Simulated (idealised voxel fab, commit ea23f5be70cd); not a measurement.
The following is a process module called voxel capacitor over wiring.
Section shown: cut. Width: 280 nm. Cell size: 5 nm, square.
Cross-section format: a grid of square cells, given as bands from top to bottom; each band is one or more rows of cells.
Within each band entry, the heights of the top and of the bottom of the band appear first, in that order and in nm; the materials of the band then follow from left to right, each with its corresponding width in nm. The designation "everywhere" on a single material indicates that it fills the band from edge to edge; the designation "empty" indicates empty space.
The reference from which all heights are counted is 0, the level beneath which the as-received wafer is entirely one material; the lowest band, having no lower bound, proceeds downward and is written after the example "0 -> down".
You'd read "30->40" like this: the band's top row of cells is as wide as the first number, its bottom row is as wide as the second, and going down, every row changes width by the same amount as the row before did.
Given "left unchanged" for a step, no cell of the cross-section differs between before and after that step.
Enclosed cavities: empty space of 8 cells or more with no open way to the top, each as width x height at its distance from the left edge, in nm
On each step's line, the part that comes after the settings is the simulator's own comment on the step.
A step line may carry the setting "overlay nm", which, for steps involving a mask, states the distance by which the mask lay to the right of its intended position; negative values denote displacement to the left.
### Process steps foreseen in the plan
| 1 | RECEIVE,material Si |
| 2 | CONFORMAL_DEP,material SiO2,thk nm 10 |
| 3 | CONFORMAL_DEP,material SiN,thk nm 5 |
| 4 | DIRECTIONAL_DEP,material SiO2,thk nm 15 |
| 5 | PATTERN,tone open,mask id METAL_1,material resist,width nm 20,pitch nm 70,thk nm 15,overlay nm 0 |
| 6 | DIRECTIONAL_ETCH,etch materials SiO2,depth nm 15 |
| 7 | DIRECTIONAL_ETCH,etch materials SiN,depth nm 5 |
| 8 | STRIP,etch materials resist |
| 9 | CONFORMAL_DEP,material TiN,thk nm 5 |
| 10 | FILL_DEP,material W,thk nm 10 |
| 11 | CMP,height nm 30 |
| 12 | EPI,material Ru,thk nm 5 |
| 13 | FILL_DEP,material SiCN,thk nm 5 |
| 14 | DIRECTIONAL_DEP,material lowk,thk nm 10 |
| 15 | DIRECTIONAL_DEP,material aC,thk nm 15 |
| 16 | PATTERN,tone open,mask id PLUG_1,material resist,width nm 15,thk nm 35,overlay nm 0 |
| 17 | DIRECTIONAL_ETCH,etch materials aC,depth nm 15 |
| 18 | STRIP,etch materials resist |
| 19 | DIRECTIONAL_ETCH,etch materials lowk,depth nm 10 |
| 20 | DIRECTIONAL_ETCH,etch materials SiCN,depth nm 5 |
| 21 | STRIP,etch materials aC |
| 22 | CONFORMAL_DEP,material TiN,thk nm 5 |
| 23 | FILL_DEP,material Ru,thk nm 10 |
| 24 | CMP,height nm 50 |
| 25 | DIRECTIONAL_DEP,material TiN,thk nm 5 |
| 26 | DIRECTIONAL_DEP,material HfO2,thk nm 5 |
| 27 | DIRECTIONAL_DEP,material TiN,thk nm 5 |
| 28 | DIRECTIONAL_DEP,material aC,thk nm 10 |
| 29 | PATTERN,tone cover,mask id UPPER_PLATE,material resist,width nm 55,thk nm 25,overlay nm 0 |
| 30 | DIRECTIONAL_ETCH,etch materials aC,depth nm 10 |
| 31 | STRIP,etch materials resist |
| 32 | DIRECTIONAL_ETCH,etch materials TiN,depth nm 5 |
| 33 | DIRECTIONAL_ETCH,etch materials HfO2,depth nm 5 |
| 34 | STRIP,etch materials aC |
| 35 | MASKED_ETCH,tone cover,mask id LOWER_PLATE,width nm 65,etch materials TiN,depth nm 5,overlay nm 0 |
| 36 | FILL_DEP,material SiO2,thk nm 15 |
| 37 | CMP,height nm 75 |
| 38 | DIRECTIONAL_DEP,material aC,thk nm 15 |
| 39 | PATTERN,tone open,mask id PLUG_2,material resist,width nm 15,thk nm 30,overlay nm 0 |
| 40 | DIRECTIONAL_ETCH,etch materials aC,depth nm 15 |
| 41 | STRIP,etch materials resist |
| 42 | DIRECTIONAL_ETCH,etch materials SiO2,depth nm 10 |
| 43 | STRIP,etch materials aC |
| 44 | CONFORMAL_DEP,material TiN,thk nm 5 |
| 45 | FILL_DEP,material Cu,thk nm 10 |
| 46 | CMP,height nm 75 |
| 47 | CONFORMAL_DEP,material SiCN,thk nm 5 |
### Cross-section of the incoming wafer, state after step 1
- 0 -> down: Si everywhere
- Enclosed cavities: none
### Final cross-section, module run with one mistake (start and plan as above)
- 80 -> 75: SiCN everywhere
- 75 -> 70: 110 SiO2, 5 TiN, 10 Cu, 5 TiN, 150 SiO2
- 70 -> 60: 110->100 SiO2, 20->55 TiN, 150->125 SiO2
- 60 -> 55: 100 SiO2, 55 HfO2, 125 SiO2
- 55 -> 50: 95 SiO2, 65 TiN, 120 SiO2
- 50 -> 40: 100 lowk, 5 TiN, 5 Ru, 5 TiN, 165 lowk
- 40 -> 35: 100 SiCN, 15 TiN, 165 SiCN
- 35 -> 30: 90 SiCN, 30 Ru, 40 SiCN, 30 Ru, 90 SiCN
- 30 -> 15: 95 SiO2, 5 TiN, 10 W, 5 TiN, 50 SiO2, 5 TiN, 10 W, 5 TiN, 95 SiO2
- 15 -> 10: 95 SiN, 20 TiN, 50 SiN, 20 TiN, 95 SiN
- 10 -> 0: SiO2 everywhere
- 0 -> down: Si everywhere
- Enclosed cavities: none
Run error: it should be noted that step 39 was executed with settings other than those planned, the operation and settings actually applied being PATTERN,tone open,mask id PLUG_2,material resist,width nm 20,thk nm 30,overlay nm 0
